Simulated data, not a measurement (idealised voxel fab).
Proc. module: voxel capacitor over wiring
cross-section cut | 205 nm wide | cells 5 nm
When this document writes out a cross-section, it uses a grid of square cells and lists it as bands, beginning at the top and moving down, with a band standing for one or more rows of cells. Band entry format. Leading values: height of top, height of bottom, nm. Remainder: materials in left-to-right order, each with its width in nm. Special words: "all across" on a single material, which then fills the band edge to edge; "empty", empty space. Heights are expressed relative to 0, this being the level below which the as-received wafer comprises one material exclusively. The lowest band is unbounded in the downward direction and is denoted as in "top 0, no bottom". Think of "30->40" as a width that walks from the first number to the second as you go down the band, top row to bottom row, taking equal-sized steps from row to row. Any step labelled "identical to before" changed none of the cells in the cross-section. The entry titled "Voids, sealed" provides the empty spaces that have no open way to the top, restricted to those of 8 cells or more. Each is presented as width x height at distance, the distance being measured from the left edge, with all three in nm. Past the settings on a step's line: simulator remark, on that step. Steps that use a mask can have "overlay nm" on their line. It says how far the mask sat to the right of where it was meant to be. Negative means to the left. So the way this works: pairs, before and after one process step. The after picture only goes down to the lowest band that actually changed, nothing below. Step and its settings are under each pair. And watch out, pairs might come from different runs of this module, same starting wafer though, so a pair only follows on from the one above if its "Prior to processing" entry tells you so.

### Prior to processing
> top 130, bottom 95 = empty 60, resist 55, empty 90
> top 95, bottom 80 = aC 60, resist 15, aC 130
> top 80, bottom 75 = TiN 60, resist 15, TiN 130
> top 75, bottom 70 = TiN 60, aC 15, TiN 130
> top 70, bottom 65 = SiN 60, aC 15, SiN 130
> top 65, bottom 60 = TiN 60, aC 15, TiN 130
> top 60, bottom 55 = TiN all across
> top 55, bottom 50 = SiO2 60, TiN 15, SiO2 130
> top 50, bottom 45 = SiO2 60, SiN 15, SiO2 130
> top 45, bottom 40 = SiO2 60, TiN 15, SiO2 130
> top 40, bottom 35 = SiCN 60, TiN 15, SiCN 130
> top 35, bottom 15 = Cu 50, TiN 5, lowk 20, TiN 5, Cu 40, TiN 5, lowk 20, TiN 5, Cu 55
> top 15, bottom 10 = TiN 55, SiN 20, TiN 50, SiN 20, TiN 60
> top 10, bottom 0 = SiO2 all across
> top 0, no bottom = Si all across
> Voids, sealed: none

### Resultant Cross-Section
> top 115, bottom 95 = empty 60, resist 55, empty 90
> top 95, bottom 80 = empty 60, resist 15, aC 40, empty 90
> Nothing below the height 80 has changed.
> Voids, sealed: none
Name the step between the before and after sections above: DIRECTIONAL_ETCH with etch materials aC, depth nm 15

Prior to processing: nothing new to draw here, it's the after view of the pair just above.

### Resultant Cross-Section
> top 95, bottom 80 = empty 75, aC 40, empty 90
> top 80, bottom 75 = TiN 60, empty 15, TiN 130
> Nothing below the height 75 has changed.
> Voids, sealed: none
Name the step between the before and after sections above: STRIP with etch materials resist

Prior to processing: nothing new to draw here, it's the after view of the pair just above.

### Resultant Cross-Section
> top 95, bottom 80 = empty 75, aC 40, empty 90
> top 80, bottom 75 = empty 75, TiN 40, empty 90
> top 75, bottom 70 = empty 60, aC 15, TiN 40, empty 90
> Nothing below the height 70 has changed.
> Voids, sealed: none
Name the step between the before and after sections above: DIRECTIONAL_ETCH with etch materials TiN, depth nm 10

Prior to processing: nothing new to draw here, it's the after view of the pair just above.

### Resultant Cross-Section
> top 95, bottom 80 = empty 75, aC 40, empty 90
> top 80, bottom 75 = empty 75, TiN 40, empty 90
> top 75, bottom 70 = empty 60, aC 15, TiN 40, empty 90
> top 70, bottom 65 = empty 60, aC 15, SiN 40, empty 90
> Nothing below the height 65 has changed.
> Voids, sealed: none
Name the step between the before and after sections above: DIRECTIONAL_ETCH with etch materials SiN, depth nm 5

Prior to processing: nothing new to draw here, it's the after view of the pair just above.

### Resultant Cross-Section
> top 80, bottom 70 = empty 75, TiN 40, empty 90
> top 70, bottom 65 = empty 75, SiN 40, empty 90
> top 65, bottom 60 = TiN 60, empty 15, TiN 130
> Nothing below the height 60 has changed.
> Voids, sealed: none
Name the step between the before and after sections above: STRIP with etch materials aC

Prior to processing: nothing new to draw here, it's the after view of the pair just above.

### Resultant Cross-Section
> top 80, bottom 70 = empty 75, TiN 40, empty 90
> top 70, bottom 65 = empty 75, SiN 40, empty 90
> top 65, bottom 60 = empty 55, TiN 5, empty 15, TiN 45, empty 85
> top 60, bottom 55 = empty 55, TiN 65, empty 85
> Nothing below the height 55 has changed.
> Voids, sealed: none
Name the step between the before and after sections above: MASKED_ETCH with tone cover, mask id LOWER_PLATE, width nm 65, etch materials TiN, depth nm 10, overlay nm 0

Prior to processing: nothing new to draw here, it's the after view of the pair just above.

### Resultant Cross-Section
> top 100, bottom 80 = SiO2 all across
> top 80, bottom 70 = SiO2 75, TiN 40, SiO2 90
> top 70, bottom 65 = SiO2 75, SiN 40, SiO2 90
> top 65, bottom 60 = SiO2 55, TiN 5, SiO2 15, TiN 45, SiO2 85
> top 60, bottom 50 = SiO2 55->60, TiN 65->15, SiO2 85->130
> Nothing below the height 50 has changed.
> Voids, sealed: none
Name the step between the before and after sections above: FILL_DEP with material SiO2, thk nm 20

Prior to processing: nothing new to draw here, it's the after view of the pair just above.

### Resultant Cross-Section
> top 95, bottom 80 = SiO2 all across
> Nothing below the height 80 has changed.
> Voids, sealed: none
Name the step between the before and after sections above: CMP with height nm 95

Prior to processing: nothing new to draw here, it's the after view of the pair just above.

### Resultant Cross-Section
> top 95, bottom 80 = SiO2 70, empty 15, SiO2 120
> Nothing below the height 80 has changed.
> Voids, sealed: none
Name the step between the before and after sections above: MASKED_ETCH with tone open, mask id PLUG_2, width nm 15, etch materials SiO2, depth nm 15, overlay nm 0

Prior to processing: nothing new to draw here, it's the after view of the pair just above.

### Resultant Cross-Section
> top 100, bottom 95 = TiN 75, empty 5, TiN 125
> top 95, bottom 85 = SiO2 70, TiN 5, empty 5, TiN 5, SiO2 120
> top 85, bottom 80 = SiO2 70, TiN 15, SiO2 120
> Nothing below the height 80 has changed.
> Voids, sealed: none
Name the step between the before and after sections above: CONFORMAL_DEP with material TiN, thk nm 5

Prior to processing: nothing new to draw here, it's the after view of the pair just above.

### Resultant Cross-Section
> top 105, bottom 100 = Cu all across
> top 100, bottom 95 = TiN 75, Cu 5, TiN 125
> top 95, bottom 85 = SiO2 70, TiN 5, Cu 5, TiN 5, SiO2 120
> Nothing below the height 85 has changed.
> Voids, sealed: none
Name the step between the before and after sections above: FILL_DEP with material Cu, thk nm 5

Prior to processing: nothing new to draw here, it's the after view of the pair just above.

### Resultant Cross-Section
> top 95, bottom 85 = SiO2 70, TiN 5, Cu 5, TiN 5, SiO2 120
> Nothing below the height 85 has changed.
> Voids, sealed: none
Name the step between the before and after sections above: CMP with height nm 95

Prior to processing: nothing new to draw here, it's the after view of the pair just above.

### Resultant Cross-Section
> top 100, bottom 95 = SiCN all across
> Nothing below the height 95 has changed.
> Voids, sealed: none
Name the step between the before and after sections above: CONFORMAL_DEP with material SiCN, thk nm 5
